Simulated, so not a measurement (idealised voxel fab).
The document below concerns the process module designated voxel capacitor over wiring.
The figure presents cross-section cut, which has a width of 150 nm and is divided into square cells with an edge length of 5 nm.
Cross-section = grid of square cells, listed top down in bands; band = one or more rows.
Heights first: top, then bottom, in nm. Then materials, left to right, each with a width in nm. "edge to edge" on a single material: fills the band edge to edge. "empty": empty space.
The level at which height equals 0 is the one under which the wafer, as it arrives, is entirely one material. No lower edge exists for the bottom band, which continues downward and is notated as in "from 0 down".
When a width is written as two numbers, as in "30->40", the first number is the width in the top row of cells of the band and the second is the width in its bottom row, and the width changes by the same amount from each row to the next.
Where the words "nothing different" appear for a step, the cross-section shows no cell changed by that step; every cell remained as before.
You'll see "Sealed cavities" listing empty spaces that have no way open to the top, as long as they're 8 cells or more; the notation is width x height at distance, where the distance is from the left edge, and all of it is in nm.
That trailing text on a step's line, after the settings, is the simulator's own remark on the step.
The setting "overlay nm" may be written on the line of a step. When the step uses a mask, the value reports how far to the right of the planned place the mask lay, and a negative value reports that it lay to the left.
## plan
- 1: RECEIVE [material Si]
- 2: CONFORMAL_DEP [material SiO2] [thk nm 15]
- 3: CONFORMAL_DEP [material SiN] [thk nm 5]
- 4: DIRECTIONAL_DEP [material lowk] [thk nm 20]
- 5: PATTERN [tone open] [mask id METAL_1] [material resist] [width nm 25] [pitch nm 90] [thk nm 20] [overlay nm 0]
- 6: DIRECTIONAL_ETCH [etch materials lowk] [depth nm 20]
- 7: DIRECTIONAL_ETCH [etch materials SiN] [depth nm 5]
- 8: STRIP [etch materials resist]
- 9: CONFORMAL_DEP [material TiN] [thk nm 5]
- 10: FILL_DEP [material W] [thk nm 5]
- 11: CMP [height nm 40]
- 12: CONFORMAL_DEP [material SiCN] [thk nm 5]
- 13: DIRECTIONAL_DEP [material lowk] [thk nm 20]
- 14: DIRECTIONAL_DEP [material aC] [thk nm 15]
- 15: PATTERN [tone open] [mask id PLUG_1] [material resist] [width nm 15] [thk nm 35] [overlay nm 0]
- 16: DIRECTIONAL_ETCH [etch materials aC] [depth nm 15]
- 17: STRIP [etch materials resist]
- 18: DIRECTIONAL_ETCH [etch materials lowk] [depth nm 20]
- 19: DIRECTIONAL_ETCH [etch materials SiCN] [depth nm 5]
- 20: STRIP [etch materials aC]
- 21: EPI [material Ru] [thk nm 10]
- 22: EPI [material Ru] [thk nm 10]
- 23: EPI [material Ru] [thk nm 5]
- 24: DIRECTIONAL_DEP [material TiN] [thk nm 10]
- 25: DIRECTIONAL_DEP [material Al2O3] [thk nm 5]
- 26: DIRECTIONAL_DEP [material TiN] [thk nm 5]
- 27: PATTERN [tone cover] [mask id UPPER_PLATE] [material resist] [width nm 70] [thk nm 20] [overlay nm 0]
- 28: DIRECTIONAL_ETCH [etch materials TiN] [depth nm 5]
- 29: DIRECTIONAL_ETCH [etch materials Al2O3] [depth nm 5]
- 30: STRIP [etch materials resist]
- 31: DIRECTIONAL_DEP [material aC] [thk nm 10]
- 32: PATTERN [tone cover] [mask id LOWER_PLATE] [material resist] [width nm 80] [thk nm 25] [overlay nm 0]
- 33: DIRECTIONAL_ETCH [etch materials aC] [depth nm 10]
- 34: STRIP [etch materials resist]
- 35: DIRECTIONAL_ETCH [etch materials TiN] [depth nm 10]
- 36: STRIP [etch materials aC]
- 37: FILL_DEP [material SiO2] [thk nm 20]
- 38: CMP [height nm 100]
- 39: DIRECTIONAL_DEP [material aC] [thk nm 15]
- 40: PATTERN [tone open] [mask id PLUG_2] [material resist] [width nm 15] [thk nm 30] [overlay nm 0]
- 41: DIRECTIONAL_ETCH [etch materials aC] [depth nm 15]
- 42: STRIP [etch materials resist]
- 43: DIRECTIONAL_ETCH [etch materials SiO2] [depth nm 15]
- 44: STRIP [etch materials aC]
- 45: CONFORMAL_DEP [material TiN] [thk nm 5]
- 46: FILL_DEP [material Cu] [thk nm 10]
- 47: CMP [height nm 100]
- 48: CONFORMAL_DEP [material SiCN] [thk nm 5]
## Shown in cross-section is the wafer as received, that is, as it stands after step 1
	from 0 down: Si edge to edge
	Sealed cavities: none
## Cross-section taken at module completion on the first of two wafers; processed per the plan
	from 105 to 100: SiCN edge to edge
	from 100 to 90: SiO2 35; TiN 5; Cu 5; TiN 5; SiO2 100
	from 90 to 80: SiO2 35->25; TiN 15->70; SiO2 100->55
	from 80 to 75: SiO2 25; Al2O3 70; SiO2 55
	from 75 to 65: SiO2 20; TiN 80; SiO2 50
	from 65 to 45: lowk 25; Ru 15; lowk 110
	from 45 to 40: SiCN 25; Ru 15; SiCN 110
	from 40 to 20: lowk 15; TiN 5; W 15; TiN 5; lowk 65; TiN 5; W 15; TiN 5; lowk 20
	from 20 to 15: SiN 15; TiN 25; SiN 65; TiN 25; SiN 20
	from 15 to 0: SiO2 edge to edge
	from 0 down: Si edge to edge
	Sealed cavities: none
## So this is wafer number two of the two, cut at the end of the module - it started where the first did and had the same plan, we just got one thing wrong running it
	from 105 to 100: SiCN edge to edge
	from 100 to 90: SiO2 35; TiN 5; Cu 5; TiN 5; SiO2 100
	from 90 to 80: SiO2 35->25; TiN 15->70; SiO2 100->55
	from 80 to 75: SiO2 25; Al2O3 70; SiO2 55
	from 75 to 65: SiO2 20; TiN 80; SiO2 50
	from 65 to 45: lowk 25; Ru 15; lowk 110
	from 45 to 40: SiCN 25; Ru 15; SiCN 110
	from 40 to 35: TiN 20; W 15; TiN 75; W 15; TiN 25
	from 35 to 15: lowk 15; TiN 5; W 15; TiN 5; lowk 65; TiN 5; W 15; TiN 5; lowk 20
	from 15 to 10: SiN 15; TiN 25; SiN 65; TiN 25; SiN 20
	from 10 to 0: SiO2 edge to edge
	from 0 down: Si edge to edge
	Sealed cavities: none
Heads up, the wafer didn't run the way we planned it: for step 2, the planned setting was not used; the step was instead run as CONFORMAL_DEP [material SiO2] [thk nm 10]
Materials where the second wafer ends with more or fewer cells than the first: SiO2 -30 | TiN +24 | W +6
